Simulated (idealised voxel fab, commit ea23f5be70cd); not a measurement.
process module | voxel wiring stack
cross-section cut | 265 nm wide | cells 5 nm
A cross-section is a grid of square cells, given in bands from the top down. A band is one or more rows of cells.
Each band's line starts with the height of the band's top and of its bottom, in nm. Then come its materials from left to right, each with its width in nm. One material with "throughout" fills the band from edge to edge. "air" is empty space.
Height 0 is the level under which the wafer as received is all one material. The lowest band goes on downwards, as in "0 down".
A width such as "30 to 40" changes by the same amount from each row of cells to the next, from the band's top row to its bottom row.
"no change" after a step means that no cell of the cross-section changed.
closed voids: empty space of 8 cells or more with no open way to the top, each as width x height at its distance from the left edge, in nm
after a step's settings: what the simulator itself notes on the step
overlay nm, on a step with a mask: how far to the right of its planned place the mask lay; to the left if negative
plan
1 op RECEIVE | material Si
2 op CONFORMAL_DEP | material SiO2 | thk nm 15
3 op CONFORMAL_DEP | material SiN | thk nm 5
4 op DIRECTIONAL_DEP | material lowk | thk nm 25
5 op DIRECTIONAL_DEP | material aC | thk nm 10
6 op PATTERN | tone open | mask id METAL_1 | material resist | width nm 25 | pitch nm 45 | thk nm 25 | overlay nm 0
7 op DIRECTIONAL_ETCH | etch materials aC | depth nm 10
8 op STRIP | etch materials resist
9 op DIRECTIONAL_ETCH | etch materials lowk | depth nm 25
10 op DIRECTIONAL_ETCH | etch materials SiN | depth nm 5
11 op STRIP | etch materials aC
12 op CONFORMAL_DEP | material TiN | thk nm 5
13 op FILL_DEP | material Cu | thk nm 10
14 op CMP | height nm 45
15 op CONFORMAL_DEP | material SiCN | thk nm 5
16 op DIRECTIONAL_DEP | material SiO2 | thk nm 10
17 op DIRECTIONAL_DEP | material aC | thk nm 10
18 op PATTERN | tone open | mask id PLUG_1 | material resist | width nm 15 | thk nm 25 | overlay nm 0
19 op DIRECTIONAL_ETCH | etch materials aC | depth nm 10
20 op STRIP | etch materials resist
21 op DIRECTIONAL_ETCH | etch materials SiO2 | depth nm 10
22 op DIRECTIONAL_ETCH | etch materials SiCN | depth nm 5
23 op STRIP | etch materials aC
24 op CONFORMAL_DEP | material TiN | thk nm 5
25 op FILL_DEP | material Ru | thk nm 10
26 op CMP | height nm 60
27 op CONFORMAL_DEP | material SiN | thk nm 5
28 op DIRECTIONAL_DEP | material SiO2 | thk nm 15
29 op MASKED_ETCH | tone open | mask id METAL_2 | width nm 25 | pitch nm 45 | etch materials SiO2 | depth nm 15 | overlay nm 0
30 op MASKED_ETCH | tone open | mask id METAL_2 | width nm 25 | pitch nm 45 | etch materials SiN | depth nm 5 | overlay nm 0
31 op CONFORMAL_DEP | material TiN | thk nm 5
32 op FILL_DEP | material W | thk nm 10
33 op CMP | height nm 80
34 op CONFORMAL_DEP | material SiCN | thk nm 5
35 op DIRECTIONAL_DEP | material lowk | thk nm 20
36 op MASKED_ETCH | tone open | mask id PLUG_2 | width nm 15 | pitch nm 45 | etch materials lowk | depth nm 20 | overlay nm 0
37 op MASKED_ETCH | tone open | mask id PLUG_2 | width nm 15 | pitch nm 45 | etch materials SiCN | depth nm 5 | overlay nm 0
38 op CONFORMAL_DEP | material TiN | thk nm 5
39 op FILL_DEP | material W | thk nm 10
40 op CMP | height nm 105
41 op CONFORMAL_DEP | material SiN | thk nm 5
42 op DIRECTIONAL_DEP | material SiO2 | thk nm 20
43 op DIRECTIONAL_DEP | material aC | thk nm 15
44 op PATTERN | tone open | mask id METAL_3 | material resist | width nm 25 | pitch nm 45 | thk nm 30 | overlay nm 0
45 op DIRECTIONAL_ETCH | etch materials aC | depth nm 15
46 op STRIP | etch materials resist
47 op DIRECTIONAL_ETCH | etch materials SiO2 | depth nm 20
48 op DIRECTIONAL_ETCH | etch materials SiN | depth nm 5
49 op STRIP | etch materials aC
50 op CONFORMAL_DEP | material TiN | thk nm 5
51 op FILL_DEP | material W | thk nm 10
52 op CMP | height nm 130
53 op EPI | material Ru | thk nm 5
54 op FILL_DEP | material SiCN | thk nm 5
first wafer, as planned
as received, after step 1
  0 down: Si throughout
  closed voids: none
after step 2
  15 to 0: SiO2 throughout
  below 0: unchanged
after step 3
  20 to 15: SiN throughout
  below 15: unchanged
after step 4
  45 to 20: lowk throughout
  below 20: unchanged
after step 5
  55 to 45: aC throughout
  below 45: unchanged
after step 6
  80 to 55: resist 95 | air 25 | resist 20 | air 25 | resist 100
  below 55: unchanged
after step 7
  70 to 55: resist 95 | air 25 | resist 20 | air 25 | resist 100
  55 to 45: aC 95 | air 25 | aC 20 | air 25 | aC 100
  below 45: unchanged
after step 8
  55 to 45: aC 95 | air 25 | aC 20 | air 25 | aC 100
  below 45: unchanged
after step 9
  55 to 45: aC 95 | air 25 | aC 20 | air 25 | aC 100
  45 to 20: lowk 95 | air 25 | lowk 20 | air 25 | lowk 100
  below 20: unchanged
after step 10
  55 to 45: aC 95 | air 25 | aC 20 | air 25 | aC 100
  45 to 20: lowk 95 | air 25 | lowk 20 | air 25 | lowk 100
  20 to 15: SiN 95 | air 25 | SiN 20 | air 25 | SiN 100
  below 15: unchanged
after step 11
  45 to 20: lowk 95 | air 25 | lowk 20 | air 25 | lowk 100
  below 20: unchanged
after step 12
  50 to 45: TiN 100 | air 15 | TiN 30 | air 15 | TiN 105
  45 to 20: lowk 95 | TiN 5 | air 15 | TiN 5 | lowk 20 | TiN 5 | air 15 | TiN 5 | lowk 100
  20 to 15: SiN 95 | TiN 25 | SiN 20 | TiN 25 | SiN 100
  below 15: unchanged
after step 13
  60 to 50: Cu throughout
  50 to 45: TiN 100 | Cu 15 | TiN 30 | Cu 15 | TiN 105
  45 to 20: lowk 95 | TiN 5 | Cu 15 | TiN 5 | lowk 20 | TiN 5 | Cu 15 | TiN 5 | lowk 100
  below 20: unchanged
after step 14
  45 to 20: lowk 95 | TiN 5 | Cu 15 | TiN 5 | lowk 20 | TiN 5 | Cu 15 | TiN 5 | lowk 100
  below 20: unchanged
after step 15
  50 to 45: SiCN throughout
  below 45: unchanged
after step 16
  60 to 50: SiO2 throughout
  below 50: unchanged
after step 17
  70 to 60: aC throughout
  below 60: unchanged
after step 18
  95 to 70: resist 95 | air 15 | resist 155
  below 70: unchanged
after step 19
  85 to 70: resist 95 | air 15 | resist 155
  70 to 60: aC 95 | air 15 | aC 155
  below 60: unchanged
after step 20
  70 to 60: aC 95 | air 15 | aC 155
  below 60: unchanged
after step 21
  70 to 60: aC 95 | air 15 | aC 155
  60 to 50: SiO2 95 | air 15 | SiO2 155
  below 50: unchanged
after step 22
  70 to 60: aC 95 | air 15 | aC 155
  60 to 50: SiO2 95 | air 15 | SiO2 155
  50 to 45: SiCN 95 | air 15 | SiCN 155
  below 45: unchanged
after step 23
  60 to 50: SiO2 95 | air 15 | SiO2 155
  below 50: unchanged
after step 24
  65 to 60: TiN 100 | air 5 | TiN 160
  60 to 50: SiO2 95 | TiN 5 | air 5 | TiN 5 | SiO2 155
  50 to 45: SiCN 95 | TiN 15 | SiCN 155
  below 45: unchanged
after step 25
  75 to 65: Ru throughout
  65 to 60: TiN 100 | Ru 5 | TiN 160
  60 to 50: SiO2 95 | TiN 5 | Ru 5 | TiN 5 | SiO2 155
  below 50: unchanged
after step 26
  60 to 50: SiO2 95 | TiN 5 | Ru 5 | TiN 5 | SiO2 155
  below 50: unchanged
after step 27
  65 to 60: SiN throughout
  below 60: unchanged
after step 28
  80 to 65: SiO2 throughout
  below 65: unchanged
after step 29
  80 to 65: SiO2 95 | air 25 | SiO2 20 | air 25 | SiO2 100
  below 65: unchanged
after step 30
  80 to 65: SiO2 95 | air 25 | SiO2 20 | air 25 | SiO2 100
  65 to 60: SiN 95 | air 25 | SiN 20 | air 25 | SiN 100
  below 60: unchanged
after step 31
  85 to 80: TiN 100 | air 15 | TiN 30 | air 15 | TiN 105
  80 to 65: SiO2 95 | TiN 5 | air 15 | TiN 5 | SiO2 20 | TiN 5 | air 15 | TiN 5 | SiO2 100
  65 to 60: SiN 95 | TiN 25 | SiN 20 | TiN 25 | SiN 100
  below 60: unchanged
after step 32
  95 to 85: W throughout
  85 to 80: TiN 100 | W 15 | TiN 30 | W 15 | TiN 105
  80 to 65: SiO2 95 | TiN 5 | W 15 | TiN 5 | SiO2 20 | TiN 5 | W 15 | TiN 5 | SiO2 100
  below 65: unchanged
after step 33
  80 to 65: SiO2 95 | TiN 5 | W 15 | TiN 5 | SiO2 20 | TiN 5 | W 15 | TiN 5 | SiO2 100
  below 65: unchanged
after step 34
  85 to 80: SiCN throughout
  below 80: unchanged
after step 35
  105 to 85: lowk throughout
  below 85: unchanged
after step 36
  105 to 85: lowk 95 | air 15 | lowk 30 | air 15 | lowk 110
  below 85: unchanged
after step 37
  105 to 85: lowk 95 | air 15 | lowk 30 | air 15 | lowk 110
  85 to 80: SiCN 95 | air 15 | SiCN 30 | air 15 | SiCN 110
  below 80: unchanged
after step 38
  110 to 105: TiN 100 | air 5 | TiN 40 | air 5 | TiN 115
  105 to 85: lowk 95 | TiN 5 | air 5 | TiN 5 | lowk 30 | TiN 5 | air 5 | TiN 5 | lowk 110
  85 to 80: SiCN 95 | TiN 15 | SiCN 30 | TiN 15 | SiCN 110
  below 80: unchanged
after step 39
  120 to 110: W throughout
  110 to 105: TiN 100 | W 5 | TiN 40 | W 5 | TiN 115
  105 to 85: lowk 95 | TiN 5 | W 5 | TiN 5 | lowk 30 | TiN 5 | W 5 | TiN 5 | lowk 110
  below 85: unchanged
after step 40
  105 to 85: lowk 95 | TiN 5 | W 5 | TiN 5 | lowk 30 | TiN 5 | W 5 | TiN 5 | lowk 110
  below 85: unchanged
after step 41
  110 to 105: SiN throughout
  below 105: unchanged
after step 42
  130 to 110: SiO2 throughout
  below 110: unchanged
after step 43
  145 to 130: aC throughout
  below 130: unchanged
after step 44
  175 to 145: resist 95 | air 25 | resist 20 | air 25 | resist 100
  below 145: unchanged
after step 45
  160 to 145: resist 95 | air 25 | resist 20 | air 25 | resist 100
  145 to 130: aC 95 | air 25 | aC 20 | air 25 | aC 100
  below 130: unchanged
after step 46
  145 to 130: aC 95 | air 25 | aC 20 | air 25 | aC 100
  below 130: unchanged
after step 47
  145 to 130: aC 95 | air 25 | aC 20 | air 25 | aC 100
  130 to 110: SiO2 95 | air 25 | SiO2 20 | air 25 | SiO2 100
  below 110: unchanged
after step 48
  145 to 130: aC 95 | air 25 | aC 20 | air 25 | aC 100
  130 to 110: SiO2 95 | air 25 | SiO2 20 | air 25 | SiO2 100
  110 to 105: SiN 95 | air 25 | SiN 20 | air 25 | SiN 100
  below 105: unchanged
after step 49
  130 to 110: SiO2 95 | air 25 | SiO2 20 | air 25 | SiO2 100
  below 110: unchanged
after step 50
  135 to 130: TiN 100 | air 15 | TiN 30 | air 15 | TiN 105
  130 to 110: SiO2 95 | TiN 5 | air 15 | TiN 5 | SiO2 20 | TiN 5 | air 15 | TiN 5 | SiO2 100
  110 to 105: SiN 95 | TiN 25 | SiN 20 | TiN 25 | SiN 100
  below 105: unchanged
after step 51
  145 to 135: W throughout
  135 to 130: TiN 100 | W 15 | TiN 30 | W 15 | TiN 105
  130 to 110: SiO2 95 | TiN 5 | W 15 | TiN 5 | SiO2 20 | TiN 5 | W 15 | TiN 5 | SiO2 100
  below 110: unchanged
after step 52
  130 to 110: SiO2 95 | TiN 5 | W 15 | TiN 5 | SiO2 20 | TiN 5 | W 15 | TiN 5 | SiO2 100
  below 110: unchanged
after step 53
  135 to 130: air 90 | Ru 35 | air 10 | Ru 35 | air 95
  below 130: unchanged
after step 54
  140 to 135: SiCN throughout
  135 to 130: SiCN 90 | Ru 35 | SiCN 10 | Ru 35 | SiCN 95
  below 130: unchanged
second wafer: like start, like plan, one mistake. Through step 27 it matches the first wafer
when step 28 should have ended
  80 to 65: Cu throughout
  below 65: unchanged
when step 29 should have ended: no change
when step 30 should have ended: no change
when step 31 should have ended
  85 to 80: TiN throughout
  below 80: unchanged
when step 32 should have ended
  95 to 85: W throughout
  below 85: unchanged
when step 33 should have ended
  80 to 65: Cu throughout
  below 65: unchanged
when step 34 should have ended
  85 to 80: SiCN throughout
  below 80: unchanged
when step 35 should have ended
  105 to 85: lowk throughout
  below 85: unchanged
when step 36 should have ended
  105 to 85: lowk 95 | air 15 | lowk 30 | air 15 | lowk 110
  below 85: unchanged
when step 37 should have ended
  105 to 85: lowk 95 | air 15 | lowk 30 | air 15 | lowk 110
  85 to 80: SiCN 95 | air 15 | SiCN 30 | air 15 | SiCN 110
  below 80: unchanged
when step 38 should have ended
  110 to 105: TiN 100 | air 5 | TiN 40 | air 5 | TiN 115
  105 to 85: lowk 95 | TiN 5 | air 5 | TiN 5 | lowk 30 | TiN 5 | air 5 | TiN 5 | lowk 110
  85 to 80: SiCN 95 | TiN 15 | SiCN 30 | TiN 15 | SiCN 110
  below 80: unchanged
when step 39 should have ended
  120 to 110: W throughout
  110 to 105: TiN 100 | W 5 | TiN 40 | W 5 | TiN 115
  105 to 85: lowk 95 | TiN 5 | W 5 | TiN 5 | lowk 30 | TiN 5 | W 5 | TiN 5 | lowk 110
  below 85: unchanged
when step 40 should have ended
  105 to 85: lowk 95 | TiN 5 | W 5 | TiN 5 | lowk 30 | TiN 5 | W 5 | TiN 5 | lowk 110
  below 85: unchanged
when step 41 should have ended
  110 to 105: SiN throughout
  below 105: unchanged
when step 42 should have ended
  130 to 110: SiO2 throughout
  below 110: unchanged
when step 43 should have ended
  145 to 130: aC throughout
  below 130: unchanged
when step 44 should have ended
  175 to 145: resist 95 | air 25 | resist 20 | air 25 | resist 100
  below 145: unchanged
when step 45 should have ended
  160 to 145: resist 95 | air 25 | resist 20 | air 25 | resist 100
  145 to 130: aC 95 | air 25 | aC 20 | air 25 | aC 100
  below 130: unchanged
when step 46 should have ended
  145 to 130: aC 95 | air 25 | aC 20 | air 25 | aC 100
  below 130: unchanged
when step 47 should have ended
  145 to 130: aC 95 | air 25 | aC 20 | air 25 | aC 100
  130 to 110: SiO2 95 | air 25 | SiO2 20 | air 25 | SiO2 100
  below 110: unchanged
when step 48 should have ended
  145 to 130: aC 95 | air 25 | aC 20 | air 25 | aC 100
  130 to 110: SiO2 95 | air 25 | SiO2 20 | air 25 | SiO2 100
  110 to 105: SiN 95 | air 25 | SiN 20 | air 25 | SiN 100
  below 105: unchanged
when step 49 should have ended
  130 to 110: SiO2 95 | air 25 | SiO2 20 | air 25 | SiO2 100
  below 110: unchanged
when step 50 should have ended
  135 to 130: TiN 100 | air 15 | TiN 30 | air 15 | TiN 105
  130 to 110: SiO2 95 | TiN 5 | air 15 | TiN 5 | SiO2 20 | TiN 5 | air 15 | TiN 5 | SiO2 100
  110 to 105: SiN 95 | TiN 25 | SiN 20 | TiN 25 | SiN 100
  below 105: unchanged
when step 51 should have ended
  145 to 135: W throughout
  135 to 130: TiN 100 | W 15 | TiN 30 | W 15 | TiN 105
  130 to 110: SiO2 95 | TiN 5 | W 15 | TiN 5 | SiO2 20 | TiN 5 | W 15 | TiN 5 | SiO2 100
  below 110: unchanged
when step 52 should have ended
  130 to 110: SiO2 95 | TiN 5 | W 15 | TiN 5 | SiO2 20 | TiN 5 | W 15 | TiN 5 | SiO2 100
  below 110: unchanged
when step 53 should have ended
  135 to 130: air 90 | Ru 35 | air 10 | Ru 35 | air 95
  below 130: unchanged
when step 54 should have ended
  140 to 135: SiCN throughout
  135 to 130: SiCN 90 | Ru 35 | SiCN 10 | Ru 35 | SiCN 95
  below 130: unchanged
what went wrong: step 28 ran as: op DIRECTIONAL_DEP | material Cu | thk nm 15
at the end the second wafer has, in cells: 159 more of Cu | 10 more of SiN | 129 fewer of SiO2 | 22 fewer of TiN | 18 fewer of W
